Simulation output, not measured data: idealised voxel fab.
Proc. module: voxel transistor to metal
For reference, the cross-section in this document is cut, with width 165 nm and square cells of 5 nm.
Cross-section, as written here: a square-cell grid given band by band from the top down, where a band holds one or more rows of cells.
The entry gives the band's vertical extent as a top height and a bottom height in nm, then its horizontal make-up as materials from left to right, each with a width in nm. "air" stands for empty space; a single material marked "full width" fills the band edge to edge.
Zero point of the height axis is 0; under it, received wafer = one material. Lowest band: continues down indefinitely, "0 and below".
It should be noted that a width expressed as "30..40" varies in equal increments from row to row of cells within the band, taking the value of the first number at the top row and that of the second number at the bottom row.
Key: "nothing was modified" - step with no changed cell in the cross-section.
You'll see "Fully enclosed voids" listing empty spaces that have no way open to the top, as long as they're 8 cells or more; the notation is width x height at distance, where the distance is from the left edge, and all of it is in nm.
What comes after the settings on a step's line is commentary from the simulator itself on that step.
The "overlay nm" setting may appear on a step's line; for a step that uses a mask, it gives how far to the right of its planned position the mask lay, and a negative value indicates the left.

The following list gives the planned process steps
1 op RECEIVE | material Si
2 op CONFORMAL_DEP | material SiO2 | thk nm 5
3 op CONFORMAL_DEP | material SiN | thk nm 10
4 op MASKED_ETCH | tone cover | mask id ACTIVE | width nm 105 | etch materials SiN | depth nm 10 | overlay nm 0
5 op MASKED_ETCH | tone cover | mask id ACTIVE | width nm 105 | etch materials SiO2 | depth nm 5 | overlay nm 0
6 op MASKED_ETCH | tone cover | mask id ACTIVE | width nm 105 | etch materials Si | depth nm 30 | overlay nm 0
7 op FILL_DEP | material SiO2 | thk nm 5
8 op CMP | height nm 15
9 op SELECTIVE_ETCH | etch materials SiO2 | depth nm 10
10 op STRIP | etch materials SiN
11 op SELECTIVE_ETCH | etch materials SiO2 | depth nm 5
12 op OXIDIZE | depth nm 5
13 op DIRECTIONAL_DEP | material polySi | thk nm 25
14 op DIRECTIONAL_DEP | material SiCN | thk nm 15
15 op PATTERN | tone cover | mask id GATE | material resist | width nm 15 | thk nm 20 | overlay nm 0
16 op DIRECTIONAL_ETCH | etch materials SiCN | depth nm 25
17 op DIRECTIONAL_ETCH | etch materials polySi | depth nm 35
18 op STRIP | etch materials resist
19 op CONFORMAL_DEP | material SiO2 | thk nm 5
20 op DIRECTIONAL_ETCH | etch materials SiO2 | depth nm 5
21 op CONFORMAL_DEP | material SiN | thk nm 5
22 op DIRECTIONAL_ETCH | etch materials SiN | depth nm 5
23 op DIRECTIONAL_ETCH | etch materials SiO2 | depth nm 5
24 op DIRECTIONAL_ETCH | etch materials Si | depth nm 10
25 op EPI | material pSi | thk nm 15
26 op FILL_DEP | material SiO2 | thk nm 5
27 op CMP | height nm 40
28 op DIRECTIONAL_DEP | material SiO2 | thk nm 10
29 op DIRECTIONAL_DEP | material aC | thk nm 10
30 op PATTERN | tone open | mask id CONTACT | material resist | width nm 30 | pitch nm 55 | thk nm 25 | overlay nm 0
31 op DIRECTIONAL_ETCH | etch materials aC | depth nm 10
32 op STRIP | etch materials resist
33 op DIRECTIONAL_ETCH | etch materials SiO2 | depth nm 50
34 op STRIP | etch materials aC
35 op CONFORMAL_DEP | material TiN | thk nm 5
36 op FILL_DEP | material W | thk nm 10
37 op CMP | height nm 50
38 op DIRECTIONAL_DEP | material TiN | thk nm 5
39 op DIRECTIONAL_DEP | material W | thk nm 20
40 op MASKED_ETCH | tone cover | mask id METAL_1 | width nm 15 | pitch nm 70 | etch materials W | depth nm 20 | overlay nm 0
41 op MASKED_ETCH | tone cover | mask id METAL_1 | width nm 15 | pitch nm 70 | etch materials TiN | depth nm 5 | overlay nm 0
42 op FILL_DEP | material lowk | thk nm 10
43 op CMP | height nm 75
44 op CONFORMAL_DEP | material SiCN | thk nm 5
45 op DIRECTIONAL_DEP | material lowk | thk nm 25
46 op MASKED_ETCH | tone open | mask id METAL_2 | width nm 15 | pitch nm 70 | etch materials lowk | depth nm 15 | overlay nm 0
47 op MASKED_ETCH | tone open | mask id METAL_2_HOLES | width nm 15 | pitch nm 70 | etch materials lowk | depth nm 10 | overlay nm 0
48 op MASKED_ETCH | tone open | mask id METAL_2_HOLES | width nm 15 | pitch nm 70 | etch materials SiCN | depth nm 5 | overlay nm 0
49 op CONFORMAL_DEP | material TiN | thk nm 5
50 op FILL_DEP | material Cu | thk nm 10
51 op CMP | height nm 105
52 op CONFORMAL_DEP | material SiCN | thk nm 5

So this is the incoming wafer in cross-section - it's already been through step 1
    0 and below: Si full width
    Fully enclosed voids: none

Wafer cross-section at module end: first of two, run to plan
    110 down to 105: SiCN full width
    105 down to 80: 40 nm lowk, then 5 nm TiN, then 5 nm Cu, then 5 nm TiN, then 55 nm lowk, then 5 nm TiN, then 5 nm Cu, then 5 nm TiN, then 40 nm lowk
    80 down to 75: 40 nm SiCN, then 15 nm TiN, then 55 nm SiCN, then 15 nm TiN, then 40 nm SiCN
    75 down to 55: 40 nm lowk, then 15 nm W, then 55 nm lowk, then 15 nm W, then 40 nm lowk
    55 down to 50: 40 nm lowk, then 15 nm TiN, then 55 nm lowk, then 15 nm TiN, then 40 nm lowk
    50 down to 40: 40 nm SiO2, then 5 nm TiN, then 20..15 nm W, then 5..10 nm TiN, then 25 nm SiO2, then 5..10 nm TiN, then 20..15 nm W, then 5 nm TiN, then 40 nm SiO2
    40 down to 25: 40 nm SiO2, then 5 nm TiN, then 15 nm W, then 5 nm TiN, then 5 nm SiN, then 5 nm SiO2, then 15 nm SiCN, then 5 nm SiO2, then 5 nm SiN, then 5 nm TiN, then 15 nm W, then 5 nm TiN, then 40 nm SiO2
    25 down to 15: 40 nm SiO2, then 5 nm TiN, then 15 nm W, then 5 nm TiN, then 5 nm SiN, then 5 nm SiO2, then 15 nm polySi, then 5 nm SiO2, then 5 nm SiN, then 5 nm TiN, then 15 nm W, then 5 nm TiN, then 40 nm SiO2
    15 down to 10: 40 nm SiO2, then 25 nm TiN, then 5 nm SiN, then 5 nm SiO2, then 15 nm polySi, then 5 nm SiO2, then 5 nm SiN, then 25 nm TiN, then 40 nm SiO2
    10 down to 0: 40 nm SiO2, then 10 nm TiN, then 15 nm pSi, then 5 nm SiN, then 5 nm SiO2, then 15 nm polySi, then 5 nm SiO2, then 5 nm SiN, then 15 nm pSi, then 10 nm TiN, then 40 nm SiO2
    0 down to -5: 25 nm SiO2, then 40 nm pSi, then 35 nm SiO2, then 40 nm pSi, then 25 nm SiO2
    -5 down to -15: 30 nm SiO2, then 35 nm pSi, then 35 nm Si, then 35 nm pSi, then 30 nm SiO2
    -15 down to -30: 30 nm SiO2, then 105 nm Si, then 30 nm SiO2
    -30 and below: Si full width
    Fully enclosed voids: none

Wafer two, end of module, cross-section. Same start, same plan as wafer one. One mistake in the run
    110 down to 105: SiCN full width
    105 down to 100: Cu full width
    100 down to 95: 35 nm Cu, then 25 nm TiN, then 45 nm Cu, then 25 nm TiN, then 35 nm Cu
    95 down to 90: 40 nm TiN, then 15 nm lowk, then 55 nm TiN, then 15 nm lowk, then 40 nm TiN
    90 down to 80: lowk full width
    80 down to 75: SiCN full width
    75 down to 55: 40 nm lowk, then 15 nm W, then 55 nm lowk, then 15 nm W, then 40 nm lowk
    55 down to 50: 40 nm lowk, then 15 nm TiN, then 55 nm lowk, then 15 nm TiN, then 40 nm lowk
    50 down to 40: 40 nm SiO2, then 5 nm TiN, then 20..15 nm W, then 5..10 nm TiN, then 25 nm SiO2, then 5..10 nm TiN, then 20..15 nm W, then 5 nm TiN, then 40 nm SiO2
    40 down to 25: 40 nm SiO2, then 5 nm TiN, then 15 nm W, then 5 nm TiN, then 5 nm SiN, then 5 nm SiO2, then 15 nm SiCN, then 5 nm SiO2, then 5 nm SiN, then 5 nm TiN, then 15 nm W, then 5 nm TiN, then 40 nm SiO2
    25 down to 15: 40 nm SiO2, then 5 nm TiN, then 15 nm W, then 5 nm TiN, then 5 nm SiN, then 5 nm SiO2, then 15 nm polySi, then 5 nm SiO2, then 5 nm SiN, then 5 nm TiN, then 15 nm W, then 5 nm TiN, then 40 nm SiO2
    15 down to 10: 40 nm SiO2, then 25 nm TiN, then 5 nm SiN, then 5 nm SiO2, then 15 nm polySi, then 5 nm SiO2, then 5 nm SiN, then 25 nm TiN, then 40 nm SiO2
    10 down to 0: 40 nm SiO2, then 10 nm TiN, then 15 nm pSi, then 5 nm SiN, then 5 nm SiO2, then 15 nm polySi, then 5 nm SiO2, then 5 nm SiN, then 15 nm pSi, then 10 nm TiN, then 40 nm SiO2
    0 down to -5: 25 nm SiO2, then 40 nm pSi, then 35 nm SiO2, then 40 nm pSi, then 25 nm SiO2
    -5 down to -15: 30 nm SiO2, then 35 nm pSi, then 35 nm Si, then 35 nm pSi, then 30 nm SiO2
    -15 down to -30: 30 nm SiO2, then 105 nm Si, then 30 nm SiO2
    -30 and below: Si full width
    Fully enclosed voids: none
Heads up, the wafer didn't run the way we planned it: planned and actual differ for step 46; actual: op MASKED_ETCH | tone cover | mask id METAL_2 | width nm 15 | pitch nm 70 | etch materials lowk | depth nm 15 | overlay nm 0
Cell-count delta at end, second wafer over first, by material: Cu +46 | SiCN +6 | TiN +11 | lowk -63
